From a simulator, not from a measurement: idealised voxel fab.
Process module in this document: voxel air gaps
Square cell edge 5 nm, section width 220 nm, ID cut.
This document writes a cross-section as a grid whose cells are square, and gives it as bands, listed from the top down; one or more rows of cells form a band. This entry defines a band. It first specifies the height of the band's top and the height of its bottom in nm, and then specifies the band's materials from left to right, stating each material with its width in nm. The word "edge to edge" identifies a single material that fills the band from edge to edge, while the word "air" identifies empty space. Height 0 is the level under which the wafer as received is all one material. The lowest band goes on downwards, as in "from 0 down". The notation "30..40" denotes a width that varies across the rows of cells in the band, beginning at the first number in the top row, finishing at the second number in the bottom row, and changing by an identical amount from each row to the next. "everything unchanged", as given for a step, is the statement that not any cell of the cross-section underwent a change during that step. "Unvented internal voids" specifies each empty space that is not open to the top and that occupies no fewer than 8 cells, using the form width x height at distance, the distance measured from the left edge and all three quantities in nm. It should be noted that, on the line of a given step, the content following the step's settings is a remark produced by the simulator itself with respect to that step. The "overlay nm" setting may appear on a step's line; for a step that uses a mask, it gives how far to the right of its planned position the mask lay, and a negative value indicates the left.
THE STEPS PLANNED FOR THE PROCESS ARE AS FOLLOWS
1) RECEIVE [material Si]
2) CONFORMAL_DEP [material SiO2] [thk nm 15]
3) CONFORMAL_DEP [material SiN] [thk nm 5]
4) DIRECTIONAL_DEP [material SiO2] [thk nm 35]
5) DIRECTIONAL_DEP [material aC] [thk nm 15]
6) PATTERN [tone open] [mask id LINES] [material resist] [width nm 20] [pitch nm 50] [thk nm 30] [overlay nm 0]
7) DIRECTIONAL_ETCH [etch materials aC] [depth nm 15]
8) STRIP [etch materials resist]
9) DIRECTIONAL_ETCH [etch materials SiO2] [depth nm 35]
10) STRIP [etch materials aC]
11) CONFORMAL_DEP [material TiN] [thk nm 5]
12) FILL_DEP [material W] [thk nm 10]
13) CMP [height nm 55]
14) EPI [material Ru] [thk nm 10]
15) SELECTIVE_ETCH [etch materials SiO2] [depth nm 45]
16) CONFORMAL_DEP [material SiCN] [thk nm 5]
THIS IS THE CROSS-SECTION OF THE WAFER AS WE RECEIVED IT, I.E. AFTER STEP 1
  from 0 down  Si edge to edge
  Unvented internal voids: none
FIRST WAFER OF TWO, SECTIONED AT END OF MODULE; RUN WENT PER PLAN
  from 70 to 65  10 nm air  200 nm SiCN  10 nm air
  from 65 to 55  10 nm air  5 nm SiCN  40 nm Ru  10 nm SiCN  40 nm Ru  10 nm SiCN  40 nm Ru  10 nm SiCN  40 nm Ru  5 nm SiCN  10 nm air
  from 55 to 50  10 nm air  15 nm SiCN  5 nm TiN  10 nm W  5 nm TiN  30 nm SiCN  5 nm TiN  10 nm W  5 nm TiN  30 nm SiCN  5 nm TiN  10 nm W  5 nm TiN  30 nm SiCN  5 nm TiN  10 nm W  5 nm TiN  15 nm SiCN  10 nm air
  from 50 to 25  20 nm air  5 nm SiCN  5 nm TiN  10 nm W  5 nm TiN  5 nm SiCN  20 nm air  5 nm SiCN  5 nm TiN  10 nm W  5 nm TiN  5 nm SiCN  20 nm air  5 nm SiCN  5 nm TiN  10 nm W  5 nm TiN  5 nm SiCN  20 nm air  5 nm SiCN  5 nm TiN  10 nm W  5 nm TiN  5 nm SiCN  20 nm air
  from 25 to 20  25 nm SiCN  20 nm TiN  30 nm SiCN  20 nm TiN  30 nm SiCN  20 nm TiN  30 nm SiCN  20 nm TiN  25 nm SiCN
  from 20 to 15  SiN edge to edge
  from 15 to 0  SiO2 edge to edge
  from 0 down  Si edge to edge
  Unvented internal voids: 20 x 25 at 50; 20 x 25 at 100; 20 x 25 at 150
CROSS-SECTIONAL VIEW: SECOND OF TWO WAFERS, END OF MODULE; START AND PLAN IDENTICAL TO THE FIRST, ONE MISTAKE IN RUNNING
  from 70 to 65  SiCN edge to edge
  from 65 to 55  Ru edge to edge
  from 55 to 25  20 nm W  5 nm TiN  20 nm SiO2  5 nm TiN  20 nm W  5 nm TiN  20 nm SiO2  5 nm TiN  20 nm W  5 nm TiN  20 nm SiO2  5 nm TiN  20 nm W  5 nm TiN  20 nm SiO2  5 nm TiN  20 nm W
  from 25 to 20  25 nm TiN  20 nm SiO2  30 nm TiN  20 nm SiO2  30 nm TiN  20 nm SiO2  30 nm TiN  20 nm SiO2  25 nm TiN
  from 20 to 15  SiN edge to edge
  from 15 to 0  SiO2 edge to edge
  from 0 down  Si edge to edge
  Unvented internal voids: none
The mistake made against the process plan was this: step 6 did not use the planned setting and instead ran as PATTERN [tone cover] [mask id LINES] [material resist] [width nm 20] [pitch nm 50] [thk nm 30] [overlay nm 0]
End check, counted in cells, second wafer has more or fewer of these materials than the first: +24 Ru; -104 SiCN; +112 SiO2; +12 TiN; +72 W
Quick summary for you: first wafer finishes at 3 closed voids, second at 0.
